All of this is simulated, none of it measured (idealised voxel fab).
process module | voxel capacitor over wiring
cross-section cut | 245 nm wide | cells 5 nm
A cross-section is a grid of square cells, given in bands from the top down. A band is one or more rows of cells.
Each band's line starts with the height of the band's top and of its bottom, in nm. Then come its materials from left to right, each with its width in nm. One material with "throughout" fills the band from edge to edge. "air" is empty space.
Height 0 is the level under which the wafer as received is all one material. The lowest band goes on downwards, as in "0 down".
A width such as "30 to 40" changes by the same amount from each row of cells to the next, from the band's top row to its bottom row.
"no change" after a step means that no cell of the cross-section changed.
closed voids: empty space of 8 cells or more with no open way to the top, each as width x height at its distance from the left edge, in nm
after a step's settings: what the simulator itself notes on the step
overlay nm, on a step with a mask: how far to the right of its planned place the mask lay; to the left if negative
plan
1 op RECEIVE | material Si
2 op CONFORMAL_DEP | material SiO2 | thk nm 15
3 op CONFORMAL_DEP | material SiN | thk nm 5
4 op DIRECTIONAL_DEP | material SiO2 | thk nm 25
5 op DIRECTIONAL_DEP | material aC | thk nm 10
6 op PATTERN | tone open | mask id METAL_1 | material resist | width nm 30 | pitch nm 95 | thk nm 30 | overlay nm 0
7 op DIRECTIONAL_ETCH | etch materials aC | depth nm 10
8 op STRIP | etch materials resist
9 op DIRECTIONAL_ETCH | etch materials SiO2 | depth nm 25
10 op DIRECTIONAL_ETCH | etch materials SiN | depth nm 5
11 op STRIP | etch materials aC
12 op CONFORMAL_DEP | material TiN | thk nm 5
13 op FILL_DEP | material Cu | thk nm 10
14 op CMP | height nm 45
15 op CONFORMAL_DEP | material SiCN | thk nm 5
16 op DIRECTIONAL_DEP | material SiO2 | thk nm 15
17 op PATTERN | tone open | mask id PLUG_1 | material resist | width nm 15 | thk nm 20 | overlay nm 0
18 op DIRECTIONAL_ETCH | etch materials SiO2 | depth nm 15
19 op DIRECTIONAL_ETCH | etch materials SiCN | depth nm 5
20 op STRIP | etch materials resist
21 op CONFORMAL_DEP | material TiN | thk nm 5
22 op FILL_DEP | material Cu | thk nm 10
23 op CMP | height nm 65
24 op DIRECTIONAL_DEP | material TiN | thk nm 10
25 op DIRECTIONAL_DEP | material HfO2 | thk nm 5
26 op DIRECTIONAL_DEP | material TiN | thk nm 5
27 op PATTERN | tone cover | mask id UPPER_PLATE | material resist | width nm 70 | thk nm 15 | overlay nm 0
28 op DIRECTIONAL_ETCH | etch materials TiN | depth nm 5
29 op DIRECTIONAL_ETCH | etch materials HfO2 | depth nm 5
30 op STRIP | etch materials resist
31 op DIRECTIONAL_DEP | material aC | thk nm 10
32 op PATTERN | tone cover | mask id LOWER_PLATE | material resist | width nm 80 | thk nm 30 | overlay nm 0
33 op DIRECTIONAL_ETCH | etch materials aC | depth nm 10
34 op STRIP | etch materials resist
35 op DIRECTIONAL_ETCH | etch materials TiN | depth nm 10
36 op STRIP | etch materials aC
37 op FILL_DEP | material SiO2 | thk nm 15
38 op CMP | height nm 95
39 op DIRECTIONAL_DEP | material aC | thk nm 15
40 op PATTERN | tone open | mask id PLUG_2 | material resist | width nm 15 | thk nm 35 | overlay nm 0
41 op DIRECTIONAL_ETCH | etch materials aC | depth nm 15
42 op STRIP | etch materials resist
43 op DIRECTIONAL_ETCH | etch materials SiO2 | depth nm 10
44 op STRIP | etch materials aC
45 op CONFORMAL_DEP | material TiN | thk nm 5
46 op FILL_DEP | material W | thk nm 10
47 op CMP | height nm 95
48 op CONFORMAL_DEP | material SiN | thk nm 5
first wafer, as planned
as received, after step 1
  0 down: Si throughout
  closed voids: none
after step 2
  15 to 0: SiO2 throughout
  below 0: unchanged
after step 3
  20 to 15: SiN throughout
  below 15: unchanged
after step 4
  45 to 20: SiO2 throughout
  below 20: unchanged
after step 5
  55 to 45: aC throughout
  below 45: unchanged
after step 6
  85 to 55: resist 60 | air 30 | resist 65 | air 30 | resist 60
  below 55: unchanged
after step 7
  75 to 55: resist 60 | air 30 | resist 65 | air 30 | resist 60
  55 to 45: aC 60 | air 30 | aC 65 | air 30 | aC 60
  below 45: unchanged
after step 8
  55 to 45: aC 60 | air 30 | aC 65 | air 30 | aC 60
  below 45: unchanged
after step 9
  55 to 45: aC 60 | air 30 | aC 65 | air 30 | aC 60
  45 to 20: SiO2 60 | air 30 | SiO2 65 | air 30 | SiO2 60
  below 20: unchanged
after step 10
  55 to 45: aC 60 | air 30 | aC 65 | air 30 | aC 60
  45 to 20: SiO2 60 | air 30 | SiO2 65 | air 30 | SiO2 60
  20 to 15: SiN 60 | air 30 | SiN 65 | air 30 | SiN 60
  below 15: unchanged
after step 11
  45 to 20: SiO2 60 | air 30 | SiO2 65 | air 30 | SiO2 60
  below 20: unchanged
after step 12
  50 to 45: TiN 65 | air 20 | TiN 75 | air 20 | TiN 65
  45 to 20: SiO2 60 | TiN 5 | air 20 | TiN 5 | SiO2 65 | TiN 5 | air 20 | TiN 5 | SiO2 60
  20 to 15: SiN 60 | TiN 30 | SiN 65 | TiN 30 | SiN 60
  below 15: unchanged
after step 13
  60 to 50: Cu throughout
  50 to 45: TiN 65 | Cu 20 | TiN 75 | Cu 20 | TiN 65
  45 to 20: SiO2 60 | TiN 5 | Cu 20 | TiN 5 | SiO2 65 | TiN 5 | Cu 20 | TiN 5 | SiO2 60
  below 20: unchanged
after step 14
  45 to 20: SiO2 60 | TiN 5 | Cu 20 | TiN 5 | SiO2 65 | TiN 5 | Cu 20 | TiN 5 | SiO2 60
  below 20: unchanged
after step 15
  50 to 45: SiCN throughout
  below 45: unchanged
after step 16
  65 to 50: SiO2 throughout
  below 50: unchanged
after step 17
  85 to 65: resist 75 | air 15 | resist 155
  below 65: unchanged
after step 18
  85 to 65: resist 75 | air 15 | resist 155
  65 to 50: SiO2 75 | air 15 | SiO2 155
  below 50: unchanged
after step 19
  85 to 65: resist 75 | air 15 | resist 155
  65 to 50: SiO2 75 | air 15 | SiO2 155
  50 to 45: SiCN 75 | air 15 | SiCN 155
  below 45: unchanged
after step 20
  65 to 50: SiO2 75 | air 15 | SiO2 155
  below 50: unchanged
after step 21
  70 to 65: TiN 80 | air 5 | TiN 160
  65 to 50: SiO2 75 | TiN 5 | air 5 | TiN 5 | SiO2 155
  50 to 45: SiCN 75 | TiN 15 | SiCN 155
  below 45: unchanged
after step 22
  80 to 70: Cu throughout
  70 to 65: TiN 80 | Cu 5 | TiN 160
  65 to 50: SiO2 75 | TiN 5 | Cu 5 | TiN 5 | SiO2 155
  below 50: unchanged
after step 23
  65 to 50: SiO2 75 | TiN 5 | Cu 5 | TiN 5 | SiO2 155
  below 50: unchanged
after step 24
  75 to 65: TiN throughout
  below 65: unchanged
after step 25
  80 to 75: HfO2 throughout
  below 75: unchanged
after step 26
  85 to 80: TiN throughout
  below 80: unchanged
after step 27
  100 to 85: air 75 | resist 70 | air 100
  below 85: unchanged
after step 28
  100 to 85: air 75 | resist 70 | air 100
  85 to 80: air 75 | TiN 70 | air 100
  below 80: unchanged
after step 29
  100 to 85: air 75 | resist 70 | air 100
  85 to 80: air 75 | TiN 70 | air 100
  80 to 75: air 75 | HfO2 70 | air 100
  below 75: unchanged
after step 30
  85 to 80: air 75 | TiN 70 | air 100
  below 80: unchanged
after step 31
  95 to 85: air 75 | aC 70 | air 100
  85 to 80: aC 75 | TiN 70 | aC 100
  80 to 75: aC 75 | HfO2 70 | aC 100
  below 75: unchanged
after step 32
  125 to 95: air 70 | resist 80 | air 95
  95 to 85: air 70 | resist 5 | aC 70 | resist 5 | air 95
  below 85: unchanged
after step 33
  115 to 95: air 70 | resist 80 | air 95
  95 to 85: air 70 | resist 5 | aC 70 | resist 5 | air 95
  85 to 80: air 70 | aC 5 | TiN 70 | aC 5 | air 95
  80 to 75: air 70 | aC 5 | HfO2 70 | aC 5 | air 95
  below 75: unchanged
after step 34
  95 to 85: air 75 | aC 70 | air 100
  below 85: unchanged
after step 35
  95 to 85: air 75 | aC 70 | air 100
  85 to 80: air 70 | aC 5 | TiN 70 | aC 5 | air 95
  80 to 75: air 70 | aC 5 | HfO2 70 | aC 5 | air 95
  75 to 65: air 70 | TiN 80 | air 95
  below 65: unchanged
after step 36
  85 to 80: air 75 | TiN 70 | air 100
  80 to 75: air 75 | HfO2 70 | air 100
  below 75: unchanged
after step 37
  100 to 85: SiO2 throughout
  85 to 80: SiO2 75 | TiN 70 | SiO2 100
  80 to 75: SiO2 75 | HfO2 70 | SiO2 100
  75 to 65: SiO2 70 | TiN 80 | SiO2 95
  below 65: unchanged
after step 38
  95 to 85: SiO2 throughout
  below 85: unchanged
after step 39
  110 to 95: aC throughout
  below 95: unchanged
after step 40
  145 to 110: resist 85 | air 15 | resist 145
  below 110: unchanged
after step 41
  130 to 110: resist 85 | air 15 | resist 145
  110 to 95: aC 85 | air 15 | aC 145
  below 95: unchanged
after step 42
  110 to 95: aC 85 | air 15 | aC 145
  below 95: unchanged
after step 43
  110 to 95: aC 85 | air 15 | aC 145
  95 to 85: SiO2 85 | air 15 | SiO2 145
  below 85: unchanged
after step 44
  95 to 85: SiO2 85 | air 15 | SiO2 145
  below 85: unchanged
after step 45
  100 to 95: TiN 90 | air 5 | TiN 150
  95 to 90: SiO2 85 | TiN 5 | air 5 | TiN 5 | SiO2 145
  90 to 80: SiO2 85 to 75 | TiN 15 to 70 | SiO2 145 to 100
  below 80: unchanged
after step 46
  110 to 100: W throughout
  100 to 95: TiN 90 | W 5 | TiN 150
  95 to 90: SiO2 85 | TiN 5 | W 5 | TiN 5 | SiO2 145
  below 90: unchanged
after step 47
  95 to 90: SiO2 85 | TiN 5 | W 5 | TiN 5 | SiO2 145
  below 90: unchanged
after step 48
  100 to 95: SiN throughout
  below 95: unchanged
second wafer: like start, like plan, one mistake. Through step 2 it matches the first wafer
when step 3 should have ended
  40 to 0: SiO2 throughout
  below 0: unchanged
when step 4 should have ended
  45 to 40: SiN throughout
  below 40: unchanged
when step 5 should have ended
  55 to 45: aC throughout
  below 45: unchanged
when step 6 should have ended
  85 to 55: resist 60 | air 30 | resist 65 | air 30 | resist 60
  below 55: unchanged
when step 7 should have ended
  75 to 55: resist 60 | air 30 | resist 65 | air 30 | resist 60
  55 to 45: aC 60 | air 30 | aC 65 | air 30 | aC 60
  below 45: unchanged
when step 8 should have ended
  55 to 45: aC 60 | air 30 | aC 65 | air 30 | aC 60
  below 45: unchanged
when step 9 should have ended: no change
when step 10 should have ended
  55 to 45: aC 60 | air 30 | aC 65 | air 30 | aC 60
  45 to 40: SiN 60 | air 30 | SiN 65 | air 30 | SiN 60
  below 40: unchanged
when step 11 should have ended
  45 to 40: SiN 60 | air 30 | SiN 65 | air 30 | SiN 60
  below 40: unchanged
when step 12 should have ended
  50 to 45: TiN 65 | air 20 | TiN 75 | air 20 | TiN 65
  45 to 40: SiN 60 | TiN 30 | SiN 65 | TiN 30 | SiN 60
  below 40: unchanged
when step 13 should have ended
  60 to 50: Cu throughout
  50 to 45: TiN 65 | Cu 20 | TiN 75 | Cu 20 | TiN 65
  below 45: unchanged
when step 14 should have ended
  45 to 40: SiN 60 | TiN 30 | SiN 65 | TiN 30 | SiN 60
  below 40: unchanged
when step 15 should have ended
  50 to 45: SiCN throughout
  below 45: unchanged
when step 16 should have ended
  65 to 50: SiO2 throughout
  below 50: unchanged
when step 17 should have ended
  85 to 65: resist 75 | air 15 | resist 155
  below 65: unchanged
when step 18 should have ended
  85 to 65: resist 75 | air 15 | resist 155
  65 to 50: SiO2 75 | air 15 | SiO2 155
  below 50: unchanged
when step 19 should have ended
  85 to 65: resist 75 | air 15 | resist 155
  65 to 50: SiO2 75 | air 15 | SiO2 155
  50 to 45: SiCN 75 | air 15 | SiCN 155
  below 45: unchanged
when step 20 should have ended
  65 to 50: SiO2 75 | air 15 | SiO2 155
  below 50: unchanged
when step 21 should have ended
  70 to 65: TiN 80 | air 5 | TiN 160
  65 to 50: SiO2 75 | TiN 5 | air 5 | TiN 5 | SiO2 155
  50 to 45: SiCN 75 | TiN 15 | SiCN 155
  below 45: unchanged
when step 22 should have ended
  80 to 70: Cu throughout
  70 to 65: TiN 80 | Cu 5 | TiN 160
  65 to 50: SiO2 75 | TiN 5 | Cu 5 | TiN 5 | SiO2 155
  below 50: unchanged
when step 23 should have ended
  65 to 50: SiO2 75 | TiN 5 | Cu 5 | TiN 5 | SiO2 155
  below 50: unchanged
when step 24 should have ended
  75 to 65: TiN throughout
  below 65: unchanged
when step 25 should have ended
  80 to 75: HfO2 throughout
  below 75: unchanged
when step 26 should have ended
  85 to 80: TiN throughout
  below 80: unchanged
when step 27 should have ended
  100 to 85: air 75 | resist 70 | air 100
  below 85: unchanged
when step 28 should have ended
  100 to 85: air 75 | resist 70 | air 100
  85 to 80: air 75 | TiN 70 | air 100
  below 80: unchanged
when step 29 should have ended
  100 to 85: air 75 | resist 70 | air 100
  85 to 80: air 75 | TiN 70 | air 100
  80 to 75: air 75 | HfO2 70 | air 100
  below 75: unchanged
when step 30 should have ended
  85 to 80: air 75 | TiN 70 | air 100
  below 80: unchanged
when step 31 should have ended
  95 to 85: air 75 | aC 70 | air 100
  85 to 80: aC 75 | TiN 70 | aC 100
  80 to 75: aC 75 | HfO2 70 | aC 100
  below 75: unchanged
when step 32 should have ended
  125 to 95: air 70 | resist 80 | air 95
  95 to 85: air 70 | resist 5 | aC 70 | resist 5 | air 95
  below 85: unchanged
when step 33 should have ended
  115 to 95: air 70 | resist 80 | air 95
  95 to 85: air 70 | resist 5 | aC 70 | resist 5 | air 95
  85 to 80: air 70 | aC 5 | TiN 70 | aC 5 | air 95
  80 to 75: air 70 | aC 5 | HfO2 70 | aC 5 | air 95
  below 75: unchanged
when step 34 should have ended
  95 to 85: air 75 | aC 70 | air 100
  below 85: unchanged
when step 35 should have ended
  95 to 85: air 75 | aC 70 | air 100
  85 to 80: air 70 | aC 5 | TiN 70 | aC 5 | air 95
  80 to 75: air 70 | aC 5 | HfO2 70 | aC 5 | air 95
  75 to 65: air 70 | TiN 80 | air 95
  below 65: unchanged
when step 36 should have ended
  85 to 80: air 75 | TiN 70 | air 100
  80 to 75: air 75 | HfO2 70 | air 100
  below 75: unchanged
when step 37 should have ended
  100 to 85: SiO2 throughout
  85 to 80: SiO2 75 | TiN 70 | SiO2 100
  80 to 75: SiO2 75 | HfO2 70 | SiO2 100
  75 to 65: SiO2 70 | TiN 80 | SiO2 95
  below 65: unchanged
when step 38 should have ended
  95 to 85: SiO2 throughout
  below 85: unchanged
when step 39 should have ended
  110 to 95: aC throughout
  below 95: unchanged
when step 40 should have ended
  145 to 110: resist 85 | air 15 | resist 145
  below 110: unchanged
when step 41 should have ended
  130 to 110: resist 85 | air 15 | resist 145
  110 to 95: aC 85 | air 15 | aC 145
  below 95: unchanged
when step 42 should have ended
  110 to 95: aC 85 | air 15 | aC 145
  below 95: unchanged
when step 43 should have ended
  110 to 95: aC 85 | air 15 | aC 145
  95 to 85: SiO2 85 | air 15 | SiO2 145
  below 85: unchanged
when step 44 should have ended
  95 to 85: SiO2 85 | air 15 | SiO2 145
  below 85: unchanged
when step 45 should have ended
  100 to 95: TiN 90 | air 5 | TiN 150
  95 to 90: SiO2 85 | TiN 5 | air 5 | TiN 5 | SiO2 145
  90 to 80: SiO2 85 to 75 | TiN 15 to 70 | SiO2 145 to 100
  below 80: unchanged
when step 46 should have ended
  110 to 100: W throughout
  100 to 95: TiN 90 | W 5 | TiN 150
  95 to 90: SiO2 85 | TiN 5 | W 5 | TiN 5 | SiO2 145
  below 90: unchanged
when step 47 should have ended
  95 to 90: SiO2 85 | TiN 5 | W 5 | TiN 5 | SiO2 145
  below 90: unchanged
when step 48 should have ended
  100 to 95: SiN throughout
  below 95: unchanged
what went wrong: steps 3 and 4 were swapped
at the end the second wafer has, in cells: 40 fewer of Cu | 60 more of SiO2 | 20 fewer of TiN
